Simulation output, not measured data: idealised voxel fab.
Name of the process module below: voxel fin reveal
Square cells of 5 nm make up the cross-section cut, whose width is 200 nm.
Think of the cross-section as a grid of square cells. We describe it in bands, top to bottom, and each band covers one or more rows of those cells.
For a band, the entry starts with two heights in nm, that of the top and then that of the bottom, and carries on with the band's materials in order from left to right, each alongside its width in nm; the word "full width" beside a single material means it fills the band edge to edge, and "air" means empty space.
Height datum 0, below which the as-received substrate wafer is one material. Lowest band open at the bottom, running downward: "0 down".
The notation "30 to 40" denotes a width that varies across the rows of cells in the band, beginning at the first number in the top row, finishing at the second number in the bottom row, and changing by an identical amount from each row to the next.
Take "no change" at face value: in the step it is given for, the cross-section changed in none of its cells.
So "Closed void register" is basically the list of trapped voids: any empty space of 8 cells or more that can't reach the top through an opening. They're written width x height at distance, the distance being from the left edge, and it's all nm.
It should be noted that, on the line of a given step, the content following the step's settings is a remark produced by the simulator itself with respect to that step.
When a step includes a mask, the "overlay nm" setting on its line states how far to the right of its planned place that mask lay, and negative values state how far to the left.
### Planned step list for the process
1) RECEIVE, material Si
2) CONFORMAL_DEP, material SiN, thk nm 5
3) PATTERN, tone cover, mask id FINS, material resist, width nm 15, pitch nm 45, thk nm 20, overlay nm 0
4) DIRECTIONAL_ETCH, etch materials SiN, depth nm 5
5) DIRECTIONAL_ETCH, etch materials Si, depth nm 40
6) STRIP, etch materials resist
7) OXIDIZE, depth nm 5
8) FILL_DEP, material SiO2, thk nm 5
9) CMP, height nm 5
10) SELECTIVE_ETCH, etch materials SiO2, depth nm 35
11) STRIP, etch materials SiN
### So, the first of our two wafers, run just as we planned it
### So this is the incoming wafer in cross-section - it's already been through step 1
* 0 down  Si full width
* Closed void register: none
### The following cross-section depicts the wafer upon completion of step 2
* 5 to 0  SiN full width
* No changes below 0.
### The following cross-section depicts the wafer upon completion of step 3
* 25 to 5  45 of air, 15 of resist, 30 of air, 15 of resist, 30 of air, 15 of resist, 50 of air
* No changes below 5.
### The following cross-section depicts the wafer upon completion of step 4
* 25 to 5  45 of air, 15 of resist, 30 of air, 15 of resist, 30 of air, 15 of resist, 50 of air
* 5 to 0  45 of air, 15 of SiN, 30 of air, 15 of SiN, 30 of air, 15 of SiN, 50 of air
* No changes below 0.
### The following cross-section depicts the wafer upon completion of step 5
* 25 to 5  45 of air, 15 of resist, 30 of air, 15 of resist, 30 of air, 15 of resist, 50 of air
* 5 to 0  45 of air, 15 of SiN, 30 of air, 15 of SiN, 30 of air, 15 of SiN, 50 of air
* 0 to -40  45 of air, 15 of Si, 30 of air, 15 of Si, 30 of air, 15 of Si, 50 of air
* No changes below -40.
### The following cross-section depicts the wafer upon completion of step 6
* 5 to 0  45 of air, 15 of SiN, 30 of air, 15 of SiN, 30 of air, 15 of SiN, 50 of air
* No changes below 0.
### The following cross-section depicts the wafer upon completion of step 7
* 5 to 0  45 of air, 15 of SiN, 30 of air, 15 of SiN, 30 of air, 15 of SiN, 50 of air
* 0 to -40  45 of air, 5 of SiO2, 5 of Si, 5 of SiO2, 30 of air, 5 of SiO2, 5 of Si, 5 of SiO2, 30 of air, 5 of SiO2, 5 of Si, 5 of SiO2, 50 of air
* -40 to -45  50 of SiO2, 5 of Si, 40 of SiO2, 5 of Si, 40 of SiO2, 5 of Si, 55 of SiO2
* No changes below -45.
### The following cross-section depicts the wafer upon completion of step 8
* 10 to 5  SiO2 full width
* 5 to 0  45 of SiO2, 15 of SiN, 30 of SiO2, 15 of SiN, 30 of SiO2, 15 of SiN, 50 of SiO2
* 0 to -45  50 of SiO2, 5 of Si, 40 of SiO2, 5 of Si, 40 of SiO2, 5 of Si, 55 of SiO2
* No changes below -45.
### The following cross-section depicts the wafer upon completion of step 9
* 5 to 0  45 of SiO2, 15 of SiN, 30 of SiO2, 15 of SiN, 30 of SiO2, 15 of SiN, 50 of SiO2
* No changes below 0.
### The following cross-section depicts the wafer upon completion of step 10
* 5 to 0  45 of air, 15 of SiN, 30 of air, 15 of SiN, 30 of air, 15 of SiN, 50 of air
* 0 to -30  50 of air, 5 of Si, 40 of air, 5 of Si, 40 of air, 5 of Si, 55 of air
* No changes below -30.
### The following cross-section depicts the wafer upon completion of step 11
* 0 to -30  50 of air, 5 of Si, 40 of air, 5 of Si, 40 of air, 5 of Si, 55 of air
* No changes below -30.
### The second wafer was prepared from the same starting point and under the same plan as the first; its processing contained one mistake, and it remains indistinguishable from the first wafer up to and including step 9
### Planned end of step 10: second wafer, cross-section
* 5 to 0  45 of air, 15 of SiN, 30 of air, 15 of SiN, 30 of air, 15 of SiN, 50 of air
* 0 to -45  50 of air, 5 of Si, 40 of air, 5 of Si, 40 of air, 5 of Si, 55 of air
* No changes below -45.
### Planned end of step 11: second wafer, cross-section
* 0 to -45  50 of air, 5 of Si, 40 of air, 5 of Si, 40 of air, 5 of Si, 55 of air
* No changes below -45.
What was done differently from what was planned? step 10 of the plan was executed twice over
End check, counted in cells, second wafer has more or fewer of these materials than the first: SiO2: 111 fewer
